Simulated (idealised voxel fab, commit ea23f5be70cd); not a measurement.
process module | voxel double patterning
cross-section cut | 260 nm wide | cells 5 nm
A cross-section is a grid of square cells, given in bands from the top down. A band is one or more rows of cells.
Each band's line starts with the height of the band's top and of its bottom, in nm. Then come its materials from left to right, each with its width in nm. One material with "throughout" fills the band from edge to edge. "air" is empty space.
Height 0 is the level under which the wafer as received is all one material. The lowest band goes on downwards, as in "0 down".
A width such as "30 to 40" changes by the same amount from each row of cells to the next, from the band's top row to its bottom row.
"no change" after a step means that no cell of the cross-section changed.
closed voids: empty space of 8 cells or more with no open way to the top, each as width x height at its distance from the left edge, in nm
after a step's settings: what the simulator itself notes on the step
overlay nm, on a step with a mask: how far to the right of its planned place the mask lay; to the left if negative
plan
1 op RECEIVE | material Si
2 op CONFORMAL_DEP | material SiO2 | thk nm 10
3 op DIRECTIONAL_DEP | material TiN | thk nm 15
4 op DIRECTIONAL_DEP | material SiCN | thk nm 5
5 op MASKED_ETCH | tone open | mask id FIRST | width nm 15 | pitch nm 50 | etch materials SiCN | depth nm 5 | overlay nm 0
6 op DIRECTIONAL_DEP | material aC | thk nm 15
7 op PATTERN | tone open | mask id SECOND | material resist | width nm 15 | pitch nm 50 | thk nm 35 | overlay nm 0
8 op DIRECTIONAL_ETCH | etch materials aC | depth nm 15
9 op STRIP | etch materials resist
10 op DIRECTIONAL_ETCH | etch materials SiCN | depth nm 5
11 op STRIP | etch materials aC
12 op DIRECTIONAL_ETCH | etch materials TiN | depth nm 15
13 op STRIP | etch materials SiCN
first wafer, as planned
as received, after step 1
  0 down: Si throughout
  closed voids: none
after step 2
  10 to 0: SiO2 throughout
  below 0: unchanged
after step 3
  25 to 10: TiN throughout
  below 10: unchanged
after step 4
  30 to 25: SiCN throughout
  below 25: unchanged
after step 5
  30 to 25: SiCN 70 | air 15 | SiCN 35 | air 15 | SiCN 35 | air 15 | SiCN 75
  below 25: unchanged
after step 6
  45 to 40: aC 70 | air 15 | aC 35 | air 15 | aC 35 | air 15 | aC 75
  40 to 30: aC throughout
  30 to 25: SiCN 70 | aC 15 | SiCN 35 | aC 15 | SiCN 35 | aC 15 | SiCN 75
  below 25: unchanged
after step 7
  80 to 45: resist 95 | air 15 | resist 35 | air 15 | resist 100
  45 to 40: aC 70 | resist 15 | aC 35 | resist 15 | aC 35 | resist 15 | aC 75
  below 40: unchanged
after step 8
  65 to 45: resist 95 | air 15 | resist 35 | air 15 | resist 100
  45 to 40: aC 70 | resist 15 | aC 10 | air 15 | aC 10 | resist 15 | aC 10 | air 15 | aC 10 | resist 15 | aC 75
  40 to 30: aC 95 | air 15 | aC 35 | air 15 | aC 100
  below 30: unchanged
after step 9
  45 to 40: aC 70 | air 15 | aC 10 | air 15 | aC 10 | air 15 | aC 10 | air 15 | aC 10 | air 15 | aC 75
  below 40: unchanged
after step 10
  45 to 40: aC 70 | air 15 | aC 10 | air 15 | aC 10 | air 15 | aC 10 | air 15 | aC 10 | air 15 | aC 75
  40 to 30: aC 95 | air 15 | aC 35 | air 15 | aC 100
  30 to 25: SiCN 70 | aC 15 | SiCN 10 | air 15 | SiCN 10 | aC 15 | SiCN 10 | air 15 | SiCN 10 | aC 15 | SiCN 75
  below 25: unchanged
after step 11
  30 to 25: SiCN 70 | air 15 | SiCN 10 | air 15 | SiCN 10 | air 15 | SiCN 10 | air 15 | SiCN 10 | air 15 | SiCN 75
  below 25: unchanged
after step 12
  30 to 25: SiCN 70 | air 15 | SiCN 10 | air 15 | SiCN 10 | air 15 | SiCN 10 | air 15 | SiCN 10 | air 15 | SiCN 75
  25 to 10: TiN 70 | air 15 | TiN 10 | air 15 | TiN 10 | air 15 | TiN 10 | air 15 | TiN 10 | air 15 | TiN 75
  below 10: unchanged
after step 13
  25 to 10: TiN 70 | air 15 | TiN 10 | air 15 | TiN 10 | air 15 | TiN 10 | air 15 | TiN 10 | air 15 | TiN 75
  below 10: unchanged
second wafer: like start, like plan, one mistake. Through step 4 it matches the first wafer
when step 5 should have ended
  30 to 25: SiCN 60 | air 15 | SiCN 35 | air 15 | SiCN 35 | air 15 | SiCN 85
  below 25: unchanged
when step 6 should have ended
  45 to 40: aC 60 | air 15 | aC 35 | air 15 | aC 35 | air 15 | aC 85
  40 to 30: aC throughout
  30 to 25: SiCN 60 | aC 15 | SiCN 35 | aC 15 | SiCN 35 | aC 15 | SiCN 85
  below 25: unchanged
when step 7 should have ended
  80 to 45: resist 95 | air 15 | resist 35 | air 15 | resist 100
  45 to 40: aC 60 | resist 15 | aC 35 | resist 15 | aC 35 | resist 15 | aC 85
  below 40: unchanged
when step 8 should have ended
  65 to 45: resist 95 | air 15 | resist 35 | air 15 | resist 100
  45 to 40: aC 60 | resist 15 | aC 20 | air 15 | resist 15 | aC 20 | air 15 | resist 15 | aC 85
  40 to 30: aC 95 | air 15 | aC 35 | air 15 | aC 100
  below 30: unchanged
when step 9 should have ended
  45 to 40: aC 60 | air 15 | aC 20 | air 30 | aC 20 | air 30 | aC 85
  below 40: unchanged
when step 10 should have ended
  45 to 40: aC 60 | air 15 | aC 20 | air 30 | aC 20 | air 30 | aC 85
  40 to 30: aC 95 | air 15 | aC 35 | air 15 | aC 100
  30 to 25: SiCN 60 | aC 15 | SiCN 20 | air 15 | aC 15 | SiCN 20 | air 15 | aC 15 | SiCN 85
  below 25: unchanged
when step 11 should have ended
  30 to 25: SiCN 60 | air 15 | SiCN 20 | air 30 | SiCN 20 | air 30 | SiCN 85
  below 25: unchanged
when step 12 should have ended
  30 to 25: SiCN 60 | air 15 | SiCN 20 | air 30 | SiCN 20 | air 30 | SiCN 85
  25 to 10: TiN 60 | air 15 | TiN 20 | air 30 | TiN 20 | air 30 | TiN 85
  below 10: unchanged
when step 13 should have ended
  25 to 10: TiN 60 | air 15 | TiN 20 | air 30 | TiN 20 | air 30 | TiN 85
  below 10: unchanged
what went wrong: step 5 ran as: op MASKED_ETCH | tone open | mask id FIRST | width nm 15 | pitch nm 50 | etch materials SiCN | depth nm 5 | overlay nm -10
at the end the second wafer has, in cells: as many of each material as the first, in other places
